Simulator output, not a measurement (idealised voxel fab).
Herein follows the process module entitled voxel gate over fins.
Xsec cut, 150 nm wide, square cell size 5 nm.
In what follows, cross-sections appear as grids of square cells, described through bands that run from the top down, where every band is one or more rows of cells.
Each band's line starts with the height of the band's top and of its bottom, in nm. Then come its materials from left to right, each with its width in nm. One material with "all across" fills the band from edge to edge. "empty" is empty space.
All heights in this document are referenced to 0, defined as the level beneath which the wafer, as received, consists entirely of one material. The lowest band is not bounded below; it extends indefinitely downward and is written in the form "0 and below".
A two-number width, for instance "30->40", indicates that the width is equal to the first number in the top row of the band and to the second number in the bottom row, and that it changes by a constant amount per row of cells.
For the purposes of this document, the phrase "same as before" attached to a step denotes that no cell within the cross-section was modified by that step.
Under "Fully sealed voids" you'll find the enclosed gaps, the ones with no way out to the top, that are 8 cells or bigger; each reads width x height at distance, with distance counted from the left edge, everything in nm.
Where a step's line continues beyond its settings, the continuation is a remark by the simulator itself on that step.
The line of a step may include "overlay nm". On a step with a mask, this value is how far to the right of its planned place the mask lay. A negative value means the mask lay to the left.
-- Planned process steps
1: RECEIVE [material Si]
2: CONFORMAL_DEP [material SiN] [thk nm 10]
3: PATTERN [tone cover] [mask id FINS] [material resist] [width nm 15] [pitch nm 35] [thk nm 15] [overlay nm 0]
4: DIRECTIONAL_ETCH [etch materials SiN] [depth nm 10]
5: DIRECTIONAL_ETCH [etch materials Si] [depth nm 30]
6: STRIP [etch materials resist]
7: OXIDIZE [depth nm 5]
8: FILL_DEP [material SiO2] [thk nm 10]
9: CMP [height nm 10]
10: SELECTIVE_ETCH [etch materials SiO2] [depth nm 20]
11: STRIP [etch materials SiN]
12: CONFORMAL_DEP [material HfO2] [thk nm 5]
13: CONFORMAL_DEP [material TiN] [thk nm 5]
14: CONFORMAL_DEP [material TiAl] [thk nm 5]
15: CONFORMAL_DEP [material TiN] [thk nm 5]
16: FILL_DEP [material W] [thk nm 10]
17: CMP [height nm 25]
18: CONFORMAL_DEP [material SiN] [thk nm 5]
-- So this is the incoming wafer in cross-section - it's already been through step 1
> 0 and below: Si all across
> Fully sealed voids: none
-- Cross-section, first of two wafers, end of module, run as planned
> 30 down to 25: SiN all across
> 25 down to 20: W all across
> 20 down to 15: 15 nm W, 115 nm TiN, 20 nm W
> 15 down to 10: 15 nm W, 5 nm TiN, 105 nm TiAl, 5 nm TiN, 20 nm W
> 10 down to 5: 20 nm TiN, 5 nm TiAl, 25 nm TiN, 10 nm TiAl, 25 nm TiN, 10 nm TiAl, 25 nm TiN, 5 nm TiAl, 25 nm TiN
> 5 down to 0: 25 nm TiAl, 5 nm TiN, 15 nm HfO2, 5 nm TiN, 10 nm TiAl, 5 nm TiN, 15 nm HfO2, 5 nm TiN, 10 nm TiAl, 5 nm TiN, 15 nm HfO2, 5 nm TiN, 30 nm TiAl
> 0 down to -5: 30 nm TiN, 5 nm HfO2, 5 nm Si, 5 nm HfO2, 20 nm TiN, 5 nm HfO2, 5 nm Si, 5 nm HfO2, 20 nm TiN, 5 nm HfO2, 5 nm Si, 5 nm HfO2, 35 nm TiN
> -5 down to -10: 35 nm HfO2, 5 nm Si, 30 nm HfO2, 5 nm Si, 30 nm HfO2, 5 nm Si, 40 nm HfO2
> -10 down to -35: 35 nm SiO2, 5 nm Si, 30 nm SiO2, 5 nm Si, 30 nm SiO2, 5 nm Si, 40 nm SiO2
> -35 and below: Si all across
> Fully sealed voids: none
-- Wafer two, sectioned after the module: the first wafer's start, the first wafer's plan, and one mistake in how it was run
> 30 down to 25: SiN all across
> 25 down to 20: W all across
> 20 down to 15: 15 nm W, 115 nm TiN, 20 nm W
> 15 down to 10: 15 nm W, 5 nm TiN, 105 nm TiAl, 5 nm TiN, 20 nm W
> 10 down to 5: 20 nm TiN, 5 nm TiAl, 25 nm TiN, 10 nm TiAl, 25 nm TiN, 10 nm TiAl, 25 nm TiN, 5 nm TiAl, 25 nm TiN
> 5 down to 0: 25 nm TiAl, 5 nm TiN, 15 nm HfO2, 5 nm TiN, 10 nm TiAl, 5 nm TiN, 15 nm HfO2, 5 nm TiN, 10 nm TiAl, 5 nm TiN, 15 nm HfO2, 5 nm TiN, 30 nm TiAl
> 0 down to -5: 30 nm TiN, 5 nm HfO2, 5 nm Si, 5 nm HfO2, 20 nm TiN, 5 nm HfO2, 5 nm Si, 5 nm HfO2, 20 nm TiN, 5 nm HfO2, 5 nm Si, 5 nm HfO2, 35 nm TiN
> -5 down to -10: 35 nm HfO2, 5 nm Si, 30 nm HfO2, 5 nm Si, 30 nm HfO2, 5 nm Si, 40 nm HfO2
> -10 down to -30: 35 nm SiO2, 5 nm Si, 30 nm SiO2, 5 nm Si, 30 nm SiO2, 5 nm Si, 40 nm SiO2
> -30 and below: Si all across
> Fully sealed voids: none
What broke from the plan during processing? step 5: run off-plan, actual operation and settings DIRECTIONAL_ETCH [etch materials Si] [depth nm 25]
Final difference in cells, second wafer against first, listed per material as more or fewer: +27 Si; -27 SiO2
